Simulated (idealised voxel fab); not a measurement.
Title: Process Module voxel gate over fins
Cross-section cut spans 240 nm and uses square cells 5 nm in size.
If you're reading a cross-section in this doc, picture square cells in a grid; it comes to you as bands, top ones listed first down to the bottom, and a band can be one or more rows of cells. Look at the band entry: it leads with the top's height and the bottom's height in nm. Then it lists the materials left to right, with a width in nm for each. The word "everywhere" on a single material says that material fills the band edge to edge. The word "air" is empty space. Beneath 0, the wafer as received is one material, and that level is where height counting begins. The lowest band goes on downward without a bottom; it is written like "0 nm and below". The expression "30->40" gives the width at the extremes of the band, the first number at its top row of cells and the second at its bottom row, with the width changing by equal amounts from each row to the next in between. When a step is marked "nothing altered", none of the cells in the cross-section changed during that step. Any empty space of 8 cells or more lacking an open way to the top shows up in "Sealed void listing" as width x height at distance, distance from the left edge, in nm. after a step's settings: what the simulator itself notes on the step. If you see "overlay nm" on a step's line and that step has a mask, it's telling you how far right of where it was planned the mask ended up; a negative number means it went left instead.

Process steps - plan:
step 1: RECEIVE: material Si
step 2: CONFORMAL_DEP: material SiN, thk nm 10
step 3: MASKED_ETCH: tone cover, mask id FINS, width nm 15, pitch nm 60, etch materials SiN, depth nm 10, overlay nm 0
step 4: MASKED_ETCH: tone cover, mask id FINS, width nm 15, pitch nm 60, etch materials Si, depth nm 40, overlay nm 0
step 5: FILL_DEP: material SiO2, thk nm 15
step 6: CMP: height nm 10
step 7: PATTERN: tone open, mask id RAIL, material resist, width nm 15, thk nm 15, overlay nm 0
step 8: DIRECTIONAL_ETCH: etch materials SiO2, depth nm 45
step 9: STRIP: etch materials resist
step 10: CONFORMAL_DEP: material TiN, thk nm 5
step 11: FILL_DEP: material W, thk nm 5
step 12: CMP: height nm 10
step 13: SELECTIVE_ETCH: etch materials W Ru TiN, depth nm 30
step 14: FILL_DEP: material SiO2, thk nm 5
step 15: CMP: height nm 10
step 16: SELECTIVE_ETCH: etch materials SiO2, depth nm 25
step 17: STRIP: etch materials SiN
step 18: CONFORMAL_DEP: material HfO2, thk nm 5
step 19: CONFORMAL_DEP: material TiN, thk nm 5
step 20: FILL_DEP: material W, thk nm 10
step 21: CMP: height nm 15
step 22: CONFORMAL_DEP: material SiN, thk nm 10

First wafer, as planned:

Wafer cross-section on receipt, i.e. after step 1:
* 0 nm and below: Si everywhere
* Sealed void listing: none

After step 2, in cross-section:
* 10 nm to 0 nm: SiN everywhere
* Heights below 0 show no change.

After step 3, in cross-section:
* 10 nm to 0 nm: 80 air / 15 SiN / 45 air / 15 SiN / 85 air
* Heights below 0 show no change.

After step 4, in cross-section:
* 10 nm to 0 nm: 80 air / 15 SiN / 45 air / 15 SiN / 85 air
* 0 nm to -40 nm: 80 air / 15 Si / 45 air / 15 Si / 85 air
* Heights below -40 show no change.

After step 5, in cross-section:
* 25 nm to 10 nm: SiO2 everywhere
* 10 nm to 0 nm: 80 SiO2 / 15 SiN / 45 SiO2 / 15 SiN / 85 SiO2
* 0 nm to -40 nm: 80 SiO2 / 15 Si / 45 SiO2 / 15 Si / 85 SiO2
* Heights below -40 show no change.

After step 6, in cross-section:
* 10 nm to 0 nm: 80 SiO2 / 15 SiN / 45 SiO2 / 15 SiN / 85 SiO2
* Heights below 0 show no change.

After step 7, in cross-section:
* 25 nm to 10 nm: 110 resist / 15 air / 115 resist
* Heights below 10 show no change.

After step 8, in cross-section:
* 25 nm to 10 nm: 110 resist / 15 air / 115 resist
* 10 nm to 0 nm: 80 SiO2 / 15 SiN / 15 SiO2 / 15 air / 15 SiO2 / 15 SiN / 85 SiO2
* 0 nm to -35 nm: 80 SiO2 / 15 Si / 15 SiO2 / 15 air / 15 SiO2 / 15 Si / 85 SiO2
* Heights below -35 show no change.

After step 9, in cross-section:
* 10 nm to 0 nm: 80 SiO2 / 15 SiN / 15 SiO2 / 15 air / 15 SiO2 / 15 SiN / 85 SiO2
* Heights below 0 show no change.

After step 10, in cross-section:
* 15 nm to 10 nm: 115 TiN / 5 air / 120 TiN
* 10 nm to 0 nm: 80 SiO2 / 15 SiN / 15 SiO2 / 5 TiN / 5 air / 5 TiN / 15 SiO2 / 15 SiN / 85 SiO2
* 0 nm to -30 nm: 80 SiO2 / 15 Si / 15 SiO2 / 5 TiN / 5 air / 5 TiN / 15 SiO2 / 15 Si / 85 SiO2
* -30 nm to -35 nm: 80 SiO2 / 15 Si / 15 SiO2 / 15 TiN / 15 SiO2 / 15 Si / 85 SiO2
* Heights below -35 show no change.

After step 11, in cross-section:
* 20 nm to 15 nm: W everywhere
* 15 nm to 10 nm: 115 TiN / 5 W / 120 TiN
* 10 nm to 0 nm: 80 SiO2 / 15 SiN / 15 SiO2 / 5 TiN / 5 W / 5 TiN / 15 SiO2 / 15 SiN / 85 SiO2
* 0 nm to -30 nm: 80 SiO2 / 15 Si / 15 SiO2 / 5 TiN / 5 W / 5 TiN / 15 SiO2 / 15 Si / 85 SiO2
* Heights below -30 show no change.

After step 12, in cross-section:
* 10 nm to 0 nm: 80 SiO2 / 15 SiN / 15 SiO2 / 5 TiN / 5 W / 5 TiN / 15 SiO2 / 15 SiN / 85 SiO2
* Heights below 0 show no change.

After step 13, in cross-section:
* 10 nm to 0 nm: 80 SiO2 / 15 SiN / 15 SiO2 / 15 air / 15 SiO2 / 15 SiN / 85 SiO2
* 0 nm to -20 nm: 80 SiO2 / 15 Si / 15 SiO2 / 15 air / 15 SiO2 / 15 Si / 85 SiO2
* Heights below -20 show no change.

After step 14, in cross-section:
* 15 nm to 10 nm: SiO2 everywhere
* 10 nm to 0 nm: 80 SiO2 / 15 SiN / 45 SiO2 / 15 SiN / 85 SiO2
* 0 nm to -20 nm: 80 SiO2 / 15 Si / 45 SiO2 / 15 Si / 85 SiO2
* Heights below -20 show no change.

After step 15, in cross-section:
* 10 nm to 0 nm: 80 SiO2 / 15 SiN / 45 SiO2 / 15 SiN / 85 SiO2
* Heights below 0 show no change.

After step 16, in cross-section:
* 10 nm to 0 nm: 80 air / 15 SiN / 45 air / 15 SiN / 85 air
* 0 nm to -15 nm: 80 air / 15 Si / 45 air / 15 Si / 85 air
* Heights below -15 show no change.

After step 17, in cross-section:
* 0 nm to -15 nm: 80 air / 15 Si / 45 air / 15 Si / 85 air
* Heights below -15 show no change.

After step 18, in cross-section:
* 5 nm to 0 nm: 75 air / 25 HfO2 / 35 air / 25 HfO2 / 80 air
* 0 nm to -10 nm: 75 air / 5 HfO2 / 15 Si / 5 HfO2 / 35 air / 5 HfO2 / 15 Si / 5 HfO2 / 80 air
* -10 nm to -15 nm: 80 HfO2 / 15 Si / 45 HfO2 / 15 Si / 85 HfO2
* Heights below -15 show no change.

After step 19, in cross-section:
* 10 nm to 5 nm: 70 air / 35 TiN / 25 air / 35 TiN / 75 air
* 5 nm to 0 nm: 70 air / 5 TiN / 25 HfO2 / 5 TiN / 25 air / 5 TiN / 25 HfO2 / 5 TiN / 75 air
* 0 nm to -5 nm: 70 air / 5 TiN / 5 HfO2 / 15 Si / 5 HfO2 / 5 TiN / 25 air / 5 TiN / 5 HfO2 / 15 Si / 5 HfO2 / 5 TiN / 75 air
* -5 nm to -10 nm: 75 TiN / 5 HfO2 / 15 Si / 5 HfO2 / 35 TiN / 5 HfO2 / 15 Si / 5 HfO2 / 80 TiN
* Heights below -10 show no change.

After step 20, in cross-section:
* 20 nm to 10 nm: W everywhere
* 10 nm to 5 nm: 70 W / 35 TiN / 25 W / 35 TiN / 75 W
* 5 nm to 0 nm: 70 W / 5 TiN / 25 HfO2 / 5 TiN / 25 W / 5 TiN / 25 HfO2 / 5 TiN / 75 W
* 0 nm to -5 nm: 70 W / 5 TiN / 5 HfO2 / 15 Si / 5 HfO2 / 5 TiN / 25 W / 5 TiN / 5 HfO2 / 15 Si / 5 HfO2 / 5 TiN / 75 W
* Heights below -5 show no change.

After step 21, in cross-section:
* 15 nm to 10 nm: W everywhere
* Heights below 10 show no change.

After step 22, in cross-section:
* 25 nm to 15 nm: SiN everywhere
* Heights below 15 show no change.

Wafer two. Identical start, identical plan. One mistake in execution. Identical history through step 6:

Cross-section of the second wafer at the time by which step 7 should have been completed according to the plan:
* 25 nm to 10 nm: 120 resist / 15 air / 105 resist
* Heights below 10 show no change.

Cross-section of the second wafer at the time by which step 8 should have been completed according to the plan:
* 25 nm to 10 nm: 120 resist / 15 air / 105 resist
* 10 nm to 0 nm: 80 SiO2 / 15 SiN / 25 SiO2 / 15 air / 5 SiO2 / 15 SiN / 85 SiO2
* 0 nm to -35 nm: 80 SiO2 / 15 Si / 25 SiO2 / 15 air / 5 SiO2 / 15 Si / 85 SiO2
* Heights below -35 show no change.

Cross-section of the second wafer at the time by which step 9 should have been completed according to the plan:
* 10 nm to 0 nm: 80 SiO2 / 15 SiN / 25 SiO2 / 15 air / 5 SiO2 / 15 SiN / 85 SiO2
* Heights below 0 show no change.

Cross-section of the second wafer at the time by which step 10 should have been completed according to the plan:
* 15 nm to 10 nm: 125 TiN / 5 air / 110 TiN
* 10 nm to 0 nm: 80 SiO2 / 15 SiN / 25 SiO2 / 5 TiN / 5 air / 5 TiN / 5 SiO2 / 15 SiN / 85 SiO2
* 0 nm to -30 nm: 80 SiO2 / 15 Si / 25 SiO2 / 5 TiN / 5 air / 5 TiN / 5 SiO2 / 15 Si / 85 SiO2
* -30 nm to -35 nm: 80 SiO2 / 15 Si / 25 SiO2 / 15 TiN / 5 SiO2 / 15 Si / 85 SiO2
* Heights below -35 show no change.

Cross-section of the second wafer at the time by which step 11 should have been completed according to the plan:
* 20 nm to 15 nm: W everywhere
* 15 nm to 10 nm: 125 TiN / 5 W / 110 TiN
* 10 nm to 0 nm: 80 SiO2 / 15 SiN / 25 SiO2 / 5 TiN / 5 W / 5 TiN / 5 SiO2 / 15 SiN / 85 SiO2
* 0 nm to -30 nm: 80 SiO2 / 15 Si / 25 SiO2 / 5 TiN / 5 W / 5 TiN / 5 SiO2 / 15 Si / 85 SiO2
* Heights below -30 show no change.

Cross-section of the second wafer at the time by which step 12 should have been completed according to the plan:
* 10 nm to 0 nm: 80 SiO2 / 15 SiN / 25 SiO2 / 5 TiN / 5 W / 5 TiN / 5 SiO2 / 15 SiN / 85 SiO2
* Heights below 0 show no change.

Cross-section of the second wafer at the time by which step 13 should have been completed according to the plan:
* 10 nm to 0 nm: 80 SiO2 / 15 SiN / 25 SiO2 / 15 air / 5 SiO2 / 15 SiN / 85 SiO2
* 0 nm to -20 nm: 80 SiO2 / 15 Si / 25 SiO2 / 15 air / 5 SiO2 / 15 Si / 85 SiO2
* Heights below -20 show no change.

Cross-section of the second wafer at the time by which step 14 should have been completed according to the plan:
* 15 nm to 10 nm: SiO2 everywhere
* 10 nm to 0 nm: 80 SiO2 / 15 SiN / 45 SiO2 / 15 SiN / 85 SiO2
* 0 nm to -20 nm: 80 SiO2 / 15 Si / 45 SiO2 / 15 Si / 85 SiO2
* Heights below -20 show no change.

Cross-section of the second wafer at the time by which step 15 should have been completed according to the plan:
* 10 nm to 0 nm: 80 SiO2 / 15 SiN / 45 SiO2 / 15 SiN / 85 SiO2
* Heights below 0 show no change.

Cross-section of the second wafer at the time by which step 16 should have been completed according to the plan:
* 10 nm to 0 nm: 80 air / 15 SiN / 45 air / 15 SiN / 85 air
* 0 nm to -15 nm: 80 air / 15 Si / 45 air / 15 Si / 85 air
* Heights below -15 show no change.

Cross-section of the second wafer at the time by which step 17 should have been completed according to the plan:
* 0 nm to -15 nm: 80 air / 15 Si / 45 air / 15 Si / 85 air
* Heights below -15 show no change.

Cross-section of the second wafer at the time by which step 18 should have been completed according to the plan:
* 5 nm to 0 nm: 75 air / 25 HfO2 / 35 air / 25 HfO2 / 80 air
* 0 nm to -10 nm: 75 air / 5 HfO2 / 15 Si / 5 HfO2 / 35 air / 5 HfO2 / 15 Si / 5 HfO2 / 80 air
* -10 nm to -15 nm: 80 HfO2 / 15 Si / 45 HfO2 / 15 Si / 85 HfO2
* Heights below -15 show no change.

Cross-section of the second wafer at the time by which step 19 should have been completed according to the plan:
* 10 nm to 5 nm: 70 air / 35 TiN / 25 air / 35 TiN / 75 air
* 5 nm to 0 nm: 70 air / 5 TiN / 25 HfO2 / 5 TiN / 25 air / 5 TiN / 25 HfO2 / 5 TiN / 75 air
* 0 nm to -5 nm: 70 air / 5 TiN / 5 HfO2 / 15 Si / 5 HfO2 / 5 TiN / 25 air / 5 TiN / 5 HfO2 / 15 Si / 5 HfO2 / 5 TiN / 75 air
* -5 nm to -10 nm: 75 TiN / 5 HfO2 / 15 Si / 5 HfO2 / 35 TiN / 5 HfO2 / 15 Si / 5 HfO2 / 80 TiN
* Heights below -10 show no change.

Cross-section of the second wafer at the time by which step 20 should have been completed according to the plan:
* 20 nm to 10 nm: W everywhere
* 10 nm to 5 nm: 70 W / 35 TiN / 25 W / 35 TiN / 75 W
* 5 nm to 0 nm: 70 W / 5 TiN / 25 HfO2 / 5 TiN / 25 W / 5 TiN / 25 HfO2 / 5 TiN / 75 W
* 0 nm to -5 nm: 70 W / 5 TiN / 5 HfO2 / 15 Si / 5 HfO2 / 5 TiN / 25 W / 5 TiN / 5 HfO2 / 15 Si / 5 HfO2 / 5 TiN / 75 W
* Heights below -5 show no change.

Cross-section of the second wafer at the time by which step 21 should have been completed according to the plan:
* 15 nm to 10 nm: W everywhere
* Heights below 10 show no change.

Cross-section of the second wafer at the time by which step 22 should have been completed according to the plan:
* 25 nm to 15 nm: SiN everywhere
* Heights below 15 show no change.
Misprocessing identified: step 7 ran differently from the plan; actual operation with settings: PATTERN: tone open, mask id RAIL, material resist, width nm 15, thk nm 15, overlay nm 10
Both wafers, final: cells per material equal; arrangement not.
